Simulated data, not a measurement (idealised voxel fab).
The following is a process module called voxel transistor to metal.
In the cross-section labelled cut, the width is 300 nm and each square cell is 5 nm.
Cross-section layout: square cells on a grid; listed as bands, top to bottom; a band spans one or more cell rows. What a band's entry tells you: where the top is and where the bottom is, as heights in nm, and after that what lies inside, material by material from left to right, each with its width in nm. Empty space is written as the word "blank", and a single material marked with the word "everywhere" occupies the band from edge to edge. It should be noted that heights are counted from 0, beneath which the wafer as supplied is of one material throughout, and that the lowest band possesses no lower boundary but continues downward, as written in "0..down". Graded width ("30 to 40"): value in top row of band = first number; value in bottom row = second number; row-to-row change constant. A step reported as "remained the same" is a step in which no cell of the cross-section changed. The list in "Voids, fully enclosed" covers empty spaces of 8 cells or more that cannot reach the top through any open way, and it gives each as width x height at distance; the distance is from the left edge, and width, height and distance are in nm. What comes after the settings on a step's line is commentary from the simulator itself on that step. Among the settings permitted on a step's line is "overlay nm"; applied to a step with a mask, it specifies the extent to which the mask lay to the right of its planned position, whereas a negative figure signifies a position to the left.

**Listed below are the process steps as planned**
1 RECEIVE | material Si
2 CONFORMAL_DEP | material SiO2 | thk nm 5
3 CONFORMAL_DEP | material SiN | thk nm 10
4 DIRECTIONAL_DEP | material aC | thk nm 15
5 PATTERN | tone cover | mask id ACTIVE | material resist | width nm 120 | pitch nm 140 | thk nm 30 | overlay nm 0
6 DIRECTIONAL_ETCH | etch materials aC | depth nm 15
7 STRIP | etch materials resist
8 DIRECTIONAL_ETCH | etch materials SiN | depth nm 10
9 DIRECTIONAL_ETCH | etch materials SiO2 | depth nm 5
10 DIRECTIONAL_ETCH | etch materials Si | depth nm 20
11 STRIP | etch materials aC
12 OXIDIZE | depth nm 5
13 FILL_DEP | material SiO2 | thk nm 10
14 CMP | height nm 15
15 SELECTIVE_ETCH | etch materials SiO2 | depth nm 10
16 STRIP | etch materials SiN
17 SELECTIVE_ETCH | etch materials SiO2 | depth nm 5
18 OXIDIZE | depth nm 5
19 DIRECTIONAL_DEP | material polySi | thk nm 25
20 DIRECTIONAL_DEP | material SiCN | thk nm 15
21 PATTERN | tone cover | mask id GATE | material resist | width nm 30 | pitch nm 140 | thk nm 15 | overlay nm 0
22 DIRECTIONAL_ETCH | etch materials SiCN | depth nm 25
23 DIRECTIONAL_ETCH | etch materials polySi | depth nm 35
24 STRIP | etch materials resist
25 CONFORMAL_DEP | material SiN | thk nm 5
26 DIRECTIONAL_ETCH | etch materials SiN | depth nm 5
27 DIRECTIONAL_ETCH | etch materials SiO2 | depth nm 5
28 DIRECTIONAL_ETCH | etch materials Si | depth nm 5
29 EPI | material nSi | thk nm 10
30 FILL_DEP | material SiO2 | thk nm 10
31 CMP | height nm 25
32 STRIP | etch materials polySi
33 SELECTIVE_ETCH | etch materials SiO2 | depth nm 5
34 CONFORMAL_DEP | material HfO2 | thk nm 5
35 CONFORMAL_DEP | material TiN | thk nm 5
36 FILL_DEP | material W | thk nm 10
37 CMP | height nm 20
38 DIRECTIONAL_DEP | material SiO2 | thk nm 10
39 DIRECTIONAL_DEP | material aC | thk nm 10
40 PATTERN | tone open | mask id CONTACT | material resist | width nm 20 | thk nm 30 | overlay nm 0
41 DIRECTIONAL_ETCH | etch materials aC | depth nm 10
42 STRIP | etch materials resist
43 DIRECTIONAL_ETCH | etch materials SiO2 | depth nm 30
44 STRIP | etch materials aC
45 CONFORMAL_DEP | material TiN | thk nm 5
46 FILL_DEP | material W | thk nm 10
47 CMP | height nm 30
48 CONFORMAL_DEP | material SiN | thk nm 5
49 DIRECTIONAL_DEP | material SiO2 | thk nm 15
50 PATTERN | tone open | mask id METAL_1 | material resist | width nm 20 | thk nm 15 | overlay nm 0
51 DIRECTIONAL_ETCH | etch materials SiO2 | depth nm 15
52 DIRECTIONAL_ETCH | etch materials SiN | depth nm 5
53 STRIP | etch materials resist
54 CONFORMAL_DEP | material TiN | thk nm 5
55 FILL_DEP | material Ru | thk nm 5
56 CMP | height nm 50
57 EPI | material Ru | thk nm 5
58 FILL_DEP | material SiCN | thk nm 5
59 DIRECTIONAL_DEP | material SiO2 | thk nm 30
60 DIRECTIONAL_DEP | material aC | thk nm 10
61 PATTERN | tone open | mask id METAL_2 | material resist | width nm 20 | pitch nm 140 | thk nm 30 | overlay nm 0
62 DIRECTIONAL_ETCH | etch materials aC | depth nm 10
63 STRIP | etch materials resist
64 DIRECTIONAL_ETCH | etch materials SiO2 | depth nm 15
65 STRIP | etch materials aC
66 MASKED_ETCH | tone open | mask id METAL_2_HOLES | width nm 15 | pitch nm 140 | etch materials SiO2 | depth nm 15 | overlay nm 0
67 MASKED_ETCH | tone open | mask id METAL_2_HOLES | width nm 15 | pitch nm 140 | etch materials SiCN | depth nm 5 | overlay nm 0
68 CONFORMAL_DEP | material TiN | thk nm 5
69 FILL_DEP | material Cu | thk nm 5
70 CMP | height nm 90
71 CONFORMAL_DEP | material SiN | thk nm 5

**The cross-section here shows the wafer as received, i.e. in its state after step 1**
- 0..down  Si everywhere
- Voids, fully enclosed: none

**first wafer at the end, as planned**
- 95..90  SiN everywhere
- 90..80  30 of SiO2; 5 of TiN; 10 of Cu; 5 of TiN; 120 of SiO2; 5 of TiN; 10 of Cu; 5 of TiN; 110 of SiO2
- 80..75  30 of SiO2; 5 of TiN; 5 of Cu; 10 of TiN; 120 of SiO2; 5 of TiN; 5 of Cu; 10 of TiN; 110 of SiO2
- 75..60  30 of SiO2; 5 of TiN; 5 of Cu; 5 of TiN; 125 of SiO2; 5 of TiN; 5 of Cu; 5 of TiN; 115 of SiO2
- 60..55  30 of SiCN; 15 of TiN; 125 of SiCN; 15 of TiN; 115 of SiCN
- 55..50  25 of SiCN; 30 of Ru; 50 of SiCN; 30 of Ru; 30 of SiCN; 30 of Ru; 50 of SiCN; 30 of Ru; 25 of SiCN
- 50..35  30 of SiO2; 5 of TiN; 10 of Ru; 5 of TiN; 60 of SiO2; 5 of TiN; 10 of Ru; 5 of TiN; 40 of SiO2; 5 of TiN; 10 of Ru; 5 of TiN; 60 of SiO2; 5 of TiN; 10 of Ru; 5 of TiN; 30 of SiO2
- 35..30  30 of SiN; 20 of TiN; 60 of SiN; 20 of TiN; 40 of SiN; 20 of TiN; 60 of SiN; 20 of TiN; 30 of SiN
- 30..20  30 of SiO2; 5 of TiN; 10 of W; 5 of TiN; 60 of SiO2; 5 of TiN; 10 of W; 5 of TiN; 40 of SiO2; 5 of TiN; 10 of W; 5 of TiN; 60 of SiO2; 5 of TiN; 10 of W; 5 of TiN; 30 of SiO2
- 20..5  30 of SiO2; 5 of TiN; 10 of W; 5 of TiN; 10 of SiO2; 5 of SiN; 5 of HfO2; 5 of TiN; 10 of W; 5 of TiN; 5 of HfO2; 5 of SiN; 10 of SiO2; 5 of TiN; 10 of W; 5 of TiN; 40 of SiO2; 5 of TiN; 10 of W; 5 of TiN; 10 of SiO2; 5 of SiN; 5 of HfO2; 5 of TiN; 10 of W; 5 of TiN; 5 of HfO2; 5 of SiN; 10 of SiO2; 5 of TiN; 10 of W; 5 of TiN; 30 of SiO2
- 5..0  30 of SiO2; 20 of TiN; 10 of nSi; 5 of SiN; 5 of HfO2; 20 of TiN; 5 of HfO2; 5 of SiN; 10 of nSi; 20 of TiN; 40 of SiO2; 20 of TiN; 10 of nSi; 5 of SiN; 5 of HfO2; 20 of TiN; 5 of HfO2; 5 of SiN; 10 of nSi; 20 of TiN; 30 of SiO2
- 0..-5  20 of SiO2; 40 of nSi; 40 of HfO2; 40 of nSi; 20 of SiO2; 40 of nSi; 40 of HfO2; 40 of nSi; 20 of SiO2
- -5..-10  25 of SiO2; 35 of nSi; 40 of Si; 35 of nSi; 30 of SiO2; 35 of nSi; 40 of Si; 35 of nSi; 25 of SiO2
- -10..-25  25 of SiO2; 110 of Si; 30 of SiO2; 110 of Si; 25 of SiO2
- -25..down  Si everywhere
- Voids, fully enclosed: none

**Cross-section at end of module for the second wafer of two, which matched the first in starting point and plan and differed by one mistake in its processing**
- 95..90  SiN everywhere
- 90..80  30 of SiO2; 5 of TiN; 10 of Cu; 5 of TiN; 120 of SiO2; 5 of TiN; 10 of Cu; 5 of TiN; 110 of SiO2
- 80..75  30 of SiO2; 5 of TiN; 5 of Cu; 10 of TiN; 120 of SiO2; 5 of TiN; 5 of Cu; 10 of TiN; 110 of SiO2
- 75..60  30 of SiO2; 5 of TiN; 5 of Cu; 5 of TiN; 125 of SiO2; 5 of TiN; 5 of Cu; 5 of TiN; 115 of SiO2
- 60..55  30 of SiCN; 15 of TiN; 125 of SiCN; 15 of TiN; 115 of SiCN
- 55..50  25 of SiCN; 30 of Ru; 50 of SiCN; 30 of Ru; 30 of SiCN; 30 of Ru; 50 of SiCN; 30 of Ru; 25 of SiCN
- 50..35  30 of SiO2; 5 of TiN; 10 of Ru; 5 of TiN; 60 of SiO2; 5 of TiN; 10 of Ru; 5 of TiN; 40 of SiO2; 5 of TiN; 10 of Ru; 5 of TiN; 60 of SiO2; 5 of TiN; 10 of Ru; 5 of TiN; 30 of SiO2
- 35..30  30 of SiN; 20 of TiN; 60 of SiN; 20 of TiN; 40 of SiN; 20 of TiN; 60 of SiN; 20 of TiN; 30 of SiN
- 30..20  30 of SiO2; 5 of TiN; 10 of W; 5 of TiN; 60 of SiO2; 5 of TiN; 10 of W; 5 of TiN; 40 of SiO2; 5 of TiN; 10 of W; 5 of TiN; 60 of SiO2; 5 of TiN; 10 of W; 5 of TiN; 30 of SiO2
- 20..5  30 of SiO2; 5 of TiN; 10 of W; 5 of TiN; 10 of SiO2; 5 of SiN; 5 of HfO2; 5 of TiN; 10 of W; 5 of TiN; 5 of HfO2; 5 of SiN; 10 of SiO2; 5 of TiN; 10 of W; 5 of TiN; 40 of SiO2; 5 of TiN; 10 of W; 5 of TiN; 10 of SiO2; 5 of SiN; 5 of HfO2; 5 of TiN; 10 of W; 5 of TiN; 5 of HfO2; 5 of SiN; 10 of SiO2; 5 of TiN; 10 of W; 5 of TiN; 30 of SiO2
- 5..0  30 of SiO2; 20 of TiN; 10 of nSi; 5 of SiN; 5 of HfO2; 20 of TiN; 5 of HfO2; 5 of SiN; 10 of nSi; 20 of TiN; 40 of SiO2; 20 of TiN; 10 of nSi; 5 of SiN; 5 of HfO2; 20 of TiN; 5 of HfO2; 5 of SiN; 10 of nSi; 20 of TiN; 30 of SiO2
- 0..-5  25 of SiO2; 35 of nSi; 40 of HfO2; 35 of nSi; 30 of SiO2; 35 of nSi; 40 of HfO2; 35 of nSi; 25 of SiO2
- -5..-10  30 of SiO2; 30 of nSi; 40 of Si; 30 of nSi; 40 of SiO2; 30 of nSi; 40 of Si; 30 of nSi; 30 of SiO2
- -10..-25  30 of SiO2; 100 of Si; 40 of SiO2; 100 of Si; 30 of SiO2
- -25..down  Si everywhere
- Voids, fully enclosed: none
what went wrong: in deviation from the planned setting, step 5 was conducted as PATTERN | tone cover | mask id ACTIVE | material resist | width nm 110 | pitch nm 140 | thk nm 30 | overlay nm 0
The final cell counts differ between the wafers, with the second having more or fewer of some materials than the first: Si -12; SiO2 +20; nSi -8
